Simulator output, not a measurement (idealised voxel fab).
Documented hereafter: the process module known as voxel capacitor over wiring.
Displayed cross-section: cut, width of 195 nm, square cells sized 5 nm.
Cross-section spec: square-cell grid; bands listed top down; each band is one or more rows. It is stipulated that each band's entry specify, in nanometres, the height of the top of the band and then that of its bottom, followed by the materials of the band in left-to-right sequence, each together with its width in nanometres. A single material marked by the word "all across" is understood to fill the band from edge to edge; the word "air" is understood to denote empty space. Note: height 0 marks the level under which the wafer is uniformly one material as received. Lowest band unbounded below, written "from 0 down". Graded width ("30..40"): value in top row of band = first number; value in bottom row = second number; row-to-row change constant. Step marked "nothing was modified"? Then no cell in the cross-section changed in it. The list in "Closed cavity list" covers empty spaces of 8 cells or more that cannot reach the top through any open way, and it gives each as width x height at distance; the distance is from the left edge, and width, height and distance are in nm. Step line, after settings: the simulator's comment on this step. "overlay nm", when on a step's line for a step with a mask, measures how far to the right of its planned place the mask lay; a negative measure means to the left.
Planned step list for the process:
| 1 | RECEIVE: material Si |
| 2 | CONFORMAL_DEP: material SiO2, thk nm 10 |
| 3 | DIRECTIONAL_DEP: material TiN, thk nm 5 |
| 4 | DIRECTIONAL_DEP: material W, thk nm 25 |
| 5 | DIRECTIONAL_DEP: material aC, thk nm 15 |
| 6 | PATTERN: tone cover, mask id METAL_1, material resist, width nm 30, pitch nm 85, thk nm 30, overlay nm 0 |
| 7 | DIRECTIONAL_ETCH: etch materials aC, depth nm 15 |
| 8 | STRIP: etch materials resist |
| 9 | DIRECTIONAL_ETCH: etch materials W, depth nm 25 |
| 10 | DIRECTIONAL_ETCH: etch materials TiN, depth nm 5 |
| 11 | STRIP: etch materials aC |
| 12 | FILL_DEP: material lowk, thk nm 10 |
| 13 | CMP: height nm 40 |
| 14 | CONFORMAL_DEP: material SiCN, thk nm 5 |
| 15 | DIRECTIONAL_DEP: material lowk, thk nm 15 |
| 16 | MASKED_ETCH: tone open, mask id PLUG_1, width nm 15, etch materials lowk, depth nm 15, overlay nm 0 |
| 17 | MASKED_ETCH: tone open, mask id PLUG_1, width nm 15, etch materials SiCN, depth nm 5, overlay nm 0 |
| 18 | EPI: material Ru, thk nm 10 |
| 19 | EPI: material Ru, thk nm 10 |
| 20 | DIRECTIONAL_DEP: material TiN, thk nm 10 |
| 21 | DIRECTIONAL_DEP: material Al2O3, thk nm 5 |
| 22 | DIRECTIONAL_DEP: material TiN, thk nm 10 |
| 23 | MASKED_ETCH: tone cover, mask id UPPER_PLATE, width nm 60, etch materials TiN, depth nm 10, overlay nm 0 |
| 24 | MASKED_ETCH: tone cover, mask id UPPER_PLATE, width nm 60, etch materials Al2O3, depth nm 5, overlay nm 0 |
| 25 | DIRECTIONAL_DEP: material aC, thk nm 15 |
| 26 | PATTERN: tone cover, mask id LOWER_PLATE, material resist, width nm 70, thk nm 30, overlay nm 0 |
| 27 | DIRECTIONAL_ETCH: etch materials aC, depth nm 15 |
| 28 | STRIP: etch materials resist |
| 29 | DIRECTIONAL_ETCH: etch materials TiN, depth nm 10 |
| 30 | STRIP: etch materials aC |
| 31 | FILL_DEP: material SiO2, thk nm 20 |
| 32 | CMP: height nm 100 |
| 33 | PATTERN: tone open, mask id PLUG_2, material resist, width nm 15, thk nm 15, overlay nm 0 |
| 34 | DIRECTIONAL_ETCH: etch materials SiO2, depth nm 15 |
| 35 | STRIP: etch materials resist |
| 36 | CONFORMAL_DEP: material TiN, thk nm 5 |
| 37 | FILL_DEP: material W, thk nm 5 |
| 38 | CMP: height nm 100 |
| 39 | CONFORMAL_DEP: material SiCN, thk nm 5 |
As received (post step 1): cross-section:
  from 0 down: Si all across
  Closed cavity list: none
Cross-section at module end, one run error; start and plan unchanged from above:
  from 105 to 100: SiCN all across
  from 100 to 95: SiO2 65  TiN 15  SiO2 115
  from 95 to 85: SiO2 55  TiN 25  SiO2 115
  from 85 to 80: SiO2 55  Al2O3 25  TiN 35  SiO2 80
  from 80 to 75: SiO2 50  TiN 65  SiO2 80
  from 75 to 70: SiO2 50  TiN 30  Al2O3 35  SiO2 80
  from 70 to 60: SiO2 45  Ru 35  TiN 40  SiO2 75
  from 60 to 45: lowk 55  Ru 15  lowk 125
  from 45 to 40: SiCN 55  Ru 15  SiCN 125
  from 40 to 15: lowk 40  W 30  lowk 55  W 30  lowk 40
  from 15 to 10: lowk 40  TiN 30  lowk 55  TiN 30  lowk 40
  from 10 to 0: SiO2 all across
  from 0 down: Si all across
  Closed cavity list: none
Which mistake was made when the wafer was run? one of the identical steps 18 and 19 ran twice, and which one cannot be pinned down
